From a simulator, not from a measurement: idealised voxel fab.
Process module name: voxel transistor to metal
Section shown: cut. Width: 185 nm. Cell size: 5 nm, square.
In what follows, cross-sections appear as grids of square cells, described through bands that run from the top down, where every band is one or more rows of cells. In this notation a band is specified by the heights of its top and bottom, in that order and in nm, after which its materials appear from left to right, each paired with its width in nm. The word "throughout" attached to a single material means that material fills the band from edge to edge; the word "air" stands for empty space. Below 0: as-received wafer, all one material; heights counted from there. Lowest band: no bottom, goes on down, written "from 0 down". The width entry "30->40" should be interpreted row by row: the top row of cells in the band takes the first number, the bottom row takes the second number, and the change between adjacent rows is uniform throughout. Step note "remains unaltered" = no cross-section cell changed. Empty spaces counting at least 8 cells and having no open way to the top are listed in "Closed void roster". The notation width x height at distance is used for each, the distance being from the left edge and all three values in nm. Formally, on a step line, whatever follows the settings is a remark that the simulator itself makes on the step. overlay nm: on a step with a mask, how far right of its planned place the mask lay; negative means left.

[The following list gives the planned process steps]
1 RECEIVE,material Si
2 CONFORMAL_DEP,material SiO2,thk nm 5
3 CONFORMAL_DEP,material SiN,thk nm 15
4 PATTERN,tone cover,mask id ACTIVE,material resist,width nm 105,thk nm 15,overlay nm 0
5 DIRECTIONAL_ETCH,etch materials SiN,depth nm 15
6 DIRECTIONAL_ETCH,etch materials SiO2,depth nm 5
7 DIRECTIONAL_ETCH,etch materials Si,depth nm 20
8 STRIP,etch materials resist
9 FILL_DEP,material SiO2,thk nm 15
10 CMP,height nm 20
11 SELECTIVE_ETCH,etch materials SiO2,depth nm 10
12 STRIP,etch materials SiN
13 SELECTIVE_ETCH,etch materials SiO2,depth nm 5
14 OXIDIZE,depth nm 5
15 DIRECTIONAL_DEP,material polySi,thk nm 25
16 DIRECTIONAL_DEP,material SiCN,thk nm 10
17 DIRECTIONAL_DEP,material aC,thk nm 15
18 PATTERN,tone cover,mask id GATE,material resist,width nm 25,thk nm 30,overlay nm 0
19 DIRECTIONAL_ETCH,etch materials aC,depth nm 15
20 STRIP,etch materials resist
21 DIRECTIONAL_ETCH,etch materials SiCN,depth nm 20
22 DIRECTIONAL_ETCH,etch materials polySi,depth nm 35
23 STRIP,etch materials aC
24 CONFORMAL_DEP,material SiO2,thk nm 5
25 DIRECTIONAL_ETCH,etch materials SiO2,depth nm 5
26 CONFORMAL_DEP,material SiN,thk nm 5
27 DIRECTIONAL_ETCH,etch materials SiN,depth nm 5
28 DIRECTIONAL_ETCH,etch materials SiO2,depth nm 5
29 DIRECTIONAL_ETCH,etch materials Si,depth nm 5
30 EPI,material nSi,thk nm 10
31 FILL_DEP,material SiO2,thk nm 5
32 CMP,height nm 25
33 STRIP,etch materials polySi
34 SELECTIVE_ETCH,etch materials SiO2,depth nm 5
35 CONFORMAL_DEP,material HfO2,thk nm 5
36 CONFORMAL_DEP,material TiN,thk nm 5
37 FILL_DEP,material W,thk nm 10
38 CMP,height nm 20
39 DIRECTIONAL_DEP,material SiO2,thk nm 15
40 MASKED_ETCH,tone open,mask id CONTACT,width nm 15,pitch nm 70,etch materials SiO2,depth nm 35,overlay nm 0
41 CONFORMAL_DEP,material TiN,thk nm 5
42 FILL_DEP,material Ru,thk nm 10
43 CMP,height nm 35
44 CONFORMAL_DEP,material SiCN,thk nm 5
45 DIRECTIONAL_DEP,material lowk,thk nm 20
46 MASKED_ETCH,tone open,mask id METAL_1,width nm 15,pitch nm 70,etch materials lowk,depth nm 20,overlay nm 0
47 MASKED_ETCH,tone open,mask id METAL_1,width nm 15,pitch nm 70,etch materials SiCN,depth nm 5,overlay nm 0
48 CONFORMAL_DEP,material TiN,thk nm 5
49 FILL_DEP,material Cu,thk nm 5
50 CMP,height nm 60
51 EPI,material Ru,thk nm 5
52 FILL_DEP,material SiCN,thk nm 5
53 DIRECTIONAL_DEP,material SiO2,thk nm 30
54 PATTERN,tone open,mask id METAL_2,material resist,width nm 15,pitch nm 70,thk nm 15,overlay nm 0
55 DIRECTIONAL_ETCH,etch materials SiO2,depth nm 20
56 STRIP,etch materials resist
57 MASKED_ETCH,tone open,mask id METAL_2_HOLES,width nm 15,pitch nm 70,etch materials SiO2,depth nm 10,overlay nm 0
58 MASKED_ETCH,tone open,mask id METAL_2_HOLES,width nm 15,pitch nm 70,etch materials SiCN,depth nm 5,overlay nm 0
59 CONFORMAL_DEP,material TiN,thk nm 5
60 FILL_DEP,material Ru,thk nm 5
61 CMP,height nm 100
62 CONFORMAL_DEP,material SiCN,thk nm 5

[As-received state of the wafer in cross-section, equivalent to post-step 1]
	from 0 down | Si throughout
	Closed void roster: none

[Look at the cross-section after the module: the wafer started out the way shown above and the plan was the one shown above, yet one mistake was made along the way]
	from 105 to 100 | SiCN throughout
	from 100 to 70 | SiO2 50, TiN 5, Ru 5, TiN 5, SiO2 55, TiN 5, Ru 5, TiN 5, SiO2 50
	from 70 to 65 | SiCN 50, TiN 15, SiCN 55, TiN 15, SiCN 50
	from 65 to 60 | SiCN 45, Ru 25, SiCN 45, Ru 25, SiCN 45
	from 60 to 40 | lowk 50, TiN 5, Cu 5, TiN 5, lowk 55, TiN 5, Cu 5, TiN 5, lowk 50
	from 40 to 35 | SiCN 50, TiN 15, SiCN 55, TiN 15, SiCN 50
	from 35 to 25 | SiO2 50, TiN 5, Ru 5, TiN 5, SiO2 55, TiN 5, Ru 5, TiN 5, SiO2 50
	from 25 to 20 | SiO2 50, TiN 15, SiO2 55, TiN 15, SiO2 50
	from 20 to 10 | W 75, TiN 5, HfO2 5, SiN 5, SiO2 5, SiN 5, HfO2 5, TiN 5, W 75
	from 10 to 5 | TiN 40, W 35, TiN 5, HfO2 5, SiN 5, SiO2 5, SiN 5, HfO2 5, TiN 5, W 35, TiN 40
	from 5 to 0 | HfO2 35, TiN 45, HfO2 5, SiN 5, nSi 5, SiN 5, HfO2 5, TiN 45, HfO2 35
	from 0 to -5 | SiO2 30, HfO2 55, SiO2 5, nSi 5, SiO2 5, HfO2 55, SiO2 30
	from -5 to -10 | SiO2 40, Si 50, nSi 5, Si 50, SiO2 40
	from -10 to -20 | SiO2 40, Si 105, SiO2 40
	from -20 down | Si throughout
	Closed void roster: none
What was the processing mistake? step 18 was processed under conditions differing from the plan, specifically as PATTERN,tone open,mask id GATE,material resist,width nm 25,thk nm 30,overlay nm 0
